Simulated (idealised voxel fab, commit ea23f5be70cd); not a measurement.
voxel capacitor over wiring: a process module
Shown is cross-section cut, with a width of 285 nm and square cells of size 5 nm.
Think of the cross-section as a grid of square cells. We describe it in bands, top to bottom, and each band covers one or more rows of those cells. Quick guide to a band line: top height, bottom height (nm) up front; then every material left to right with its width in nm. Only one material and it's marked "full width"? Then it fills the band edge to edge. And "empty" just means empty space. For the purposes of this specification, 0 denotes the height below which the wafer in its as-received condition is composed wholly of one material, and the lowermost band, lacking a lower limit, extends downward without end, as expressed in "from 0 down". Graded width ("30 to 40"): value in top row of band = first number; value in bottom row = second number; row-to-row change constant. Where a step carries "identical to before", the cross-section came out of it unchanged, cell for cell. The list in "Non-vented voids" covers empty spaces of 8 cells or more that cannot reach the top through any open way, and it gives each as width x height at distance; the distance is from the left edge, and width, height and distance are in nm. That trailing text on a step's line, after the settings, is the simulator's own remark on the step. overlay nm: where the mask lay relative to plan, measured to the right, on steps with a mask; negatives go left.
## Planned step list for the process
step 1: RECEIVE | material Si
step 2: CONFORMAL_DEP | material SiO2 | thk nm 15
step 3: DIRECTIONAL_DEP | material TiN | thk nm 5
step 4: DIRECTIONAL_DEP | material Ru | thk nm 20
step 5: PATTERN | tone cover | mask id METAL_1 | material resist | width nm 30 | pitch nm 100 | thk nm 20 | overlay nm 0
step 6: DIRECTIONAL_ETCH | etch materials Ru | depth nm 20
step 7: DIRECTIONAL_ETCH | etch materials TiN | depth nm 5
step 8: STRIP | etch materials resist
step 9: FILL_DEP | material SiO2 | thk nm 10
step 10: CMP | height nm 40
step 11: CONFORMAL_DEP | material SiCN | thk nm 5
step 12: DIRECTIONAL_DEP | material lowk | thk nm 15
step 13: DIRECTIONAL_DEP | material aC | thk nm 15
step 14: PATTERN | tone open | mask id PLUG_1 | material resist | width nm 15 | thk nm 30 | overlay nm 0
step 15: DIRECTIONAL_ETCH | etch materials aC | depth nm 15
step 16: STRIP | etch materials resist
step 17: DIRECTIONAL_ETCH | etch materials lowk | depth nm 15
step 18: DIRECTIONAL_ETCH | etch materials SiCN | depth nm 5
step 19: STRIP | etch materials aC
step 20: EPI | material Ru | thk nm 10
step 21: EPI | material Ru | thk nm 10
step 22: DIRECTIONAL_DEP | material TiN | thk nm 10
step 23: DIRECTIONAL_DEP | material Al2O3 | thk nm 5
step 24: DIRECTIONAL_DEP | material TiN | thk nm 5
step 25: PATTERN | tone cover | mask id UPPER_PLATE | material resist | width nm 75 | thk nm 15 | overlay nm 0
step 26: DIRECTIONAL_ETCH | etch materials TiN | depth nm 5
step 27: DIRECTIONAL_ETCH | etch materials Al2O3 | depth nm 5
step 28: STRIP | etch materials resist
step 29: MASKED_ETCH | tone cover | mask id LOWER_PLATE | width nm 85 | etch materials TiN | depth nm 10 | overlay nm 0
step 30: FILL_DEP | material SiO2 | thk nm 20
step 31: CMP | height nm 95
step 32: MASKED_ETCH | tone open | mask id PLUG_2 | width nm 15 | etch materials SiO2 | depth nm 15 | overlay nm 0
step 33: CONFORMAL_DEP | material TiN | thk nm 5
step 34: FILL_DEP | material Ru | thk nm 10
step 35: CMP | height nm 95
step 36: CONFORMAL_DEP | material SiN | thk nm 5
## Wafer at receipt (post step 1), cross-section
> from 0 down: Si full width
> Non-vented voids: none
## Below is the wafer in cross-section after the module was completed. It began from the starting point shown above and followed the plan shown above, except that one mistake was made while running it
> from 100 to 95: SiN full width
> from 95 to 85: SiO2 (100)  TiN (5)  Ru (5)  TiN (5)  SiO2 (170)
> from 85 to 75: SiO2 (100 to 105)  TiN (15 to 60)  SiO2 (170 to 120)
> from 75 to 70: SiO2 (105)  Al2O3 (60)  SiO2 (120)
> from 70 to 60: SiO2 (85)  TiN (5)  SiO2 (15)  TiN (65)  SiO2 (115)
> from 60 to 55: lowk (90)  TiN (15)  lowk (180)
> from 55 to 50: lowk (90)  Al2O3 (15)  lowk (180)
> from 50 to 45: lowk (90)  TiN (15)  lowk (180)
> from 45 to 40: SiCN (90)  TiN (15)  SiCN (180)
> from 40 to 35: SiO2 full width
> from 35 to 15: SiO2 (75)  Ru (30)  SiO2 (70)  Ru (30)  SiO2 (80)
> from 15 to 10: SiO2 (75)  TiN (30)  SiO2 (70)  TiN (30)  SiO2 (80)
> from 10 to 0: SiO2 full width
> from 0 down: Si full width
> Non-vented voids: none
Which mistake was made when the wafer was run? it should be noted that step 2 was executed with settings other than those planned, the operation and settings actually applied being CONFORMAL_DEP | material SiO2 | thk nm 10
